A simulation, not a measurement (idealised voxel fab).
Documented hereafter: the process module known as voxel spacer lines.
For reference, the cross-section in this document is cut, with width 200 nm and square cells of 5 nm.
Square cells in a grid make up a cross-section in this document, and the grid is given as bands, listed from the top down, each one or more rows of cells. In this notation a band is specified by the heights of its top and bottom, in that order and in nm, after which its materials appear from left to right, each paired with its width in nm. The word "all across" attached to a single material means that material fills the band from edge to edge; the word "air" stands for empty space. Beneath 0, the wafer as received is one material, and that level is where height counting begins. The lowest band goes on downward without a bottom; it is written like "top 0, no bottom". When a width is written as two numbers, as in "30..40", the first number is the width in the top row of cells of the band and the second is the width in its bottom row, and the width changes by the same amount from each row to the next. You'll sometimes find "remained unchanged" written for a step, and that's the way of saying that nowhere in the cross-section did a cell change during that step. Reported under the label "Enclosed internal voids" are the empty spaces having no open way to the top and comprising 8 cells or more; the notation for each is width x height at distance, in which the distance is measured from the left edge and all three values are in nm. On a step's line, text after the settings is the simulator commenting on that step. For masked steps, "overlay nm" on the step line gives how far right of plan the mask actually lay; a minus sign means it lay to the left.
PROCESS STEPS (PLANNED)
1,RECEIVE with material Si
2,CONFORMAL_DEP with material Al2O3, thk nm 10
3,DIRECTIONAL_DEP with material W, thk nm 20
4,DIRECTIONAL_DEP with material aC, thk nm 20
5,PATTERN with tone cover, mask id MANDREL, material resist, width nm 15, pitch nm 60, thk nm 25, overlay nm 0
6,DIRECTIONAL_ETCH with etch materials aC, depth nm 20
7,STRIP with etch materials resist
8,CONFORMAL_DEP with material SiN, thk nm 10
9,DIRECTIONAL_ETCH with etch materials SiN, depth nm 10
10,STRIP with etch materials aC
11,DIRECTIONAL_ETCH with etch materials W, depth nm 20
12,STRIP with etch materials SiN
What sets these wafers apart? The width nm at step 5. They all start alike, and the plan carries the first wafer's value.
CROSS-SECTION OF THE FIRST OF SEVERAL WAFERS AS RECEIVED (AFTER STEP 1)
	top 0, no bottom: Si all across
	Enclosed internal voids: none
BELOW: A ROW PER WAFER. CONTENTS AT END OF MODULE: FOR EVERY MATERIAL, CELLS GAINED SINCE RECEIPT (+) OR LOST SINCE RECEIPT (-); THEN CLOSED VOIDS
width nm 15 | +80 Al2O3 | +48 W | Enclosed internal voids: none
width nm 20 | +80 Al2O3 | +48 W | Enclosed internal voids: none
width nm 25 | +80 Al2O3 | +48 W | Enclosed internal voids: none
width nm 30 | +80 Al2O3 | +48 W | Enclosed internal voids: none
width nm 35 | +80 Al2O3 | +48 W | Enclosed internal voids: none
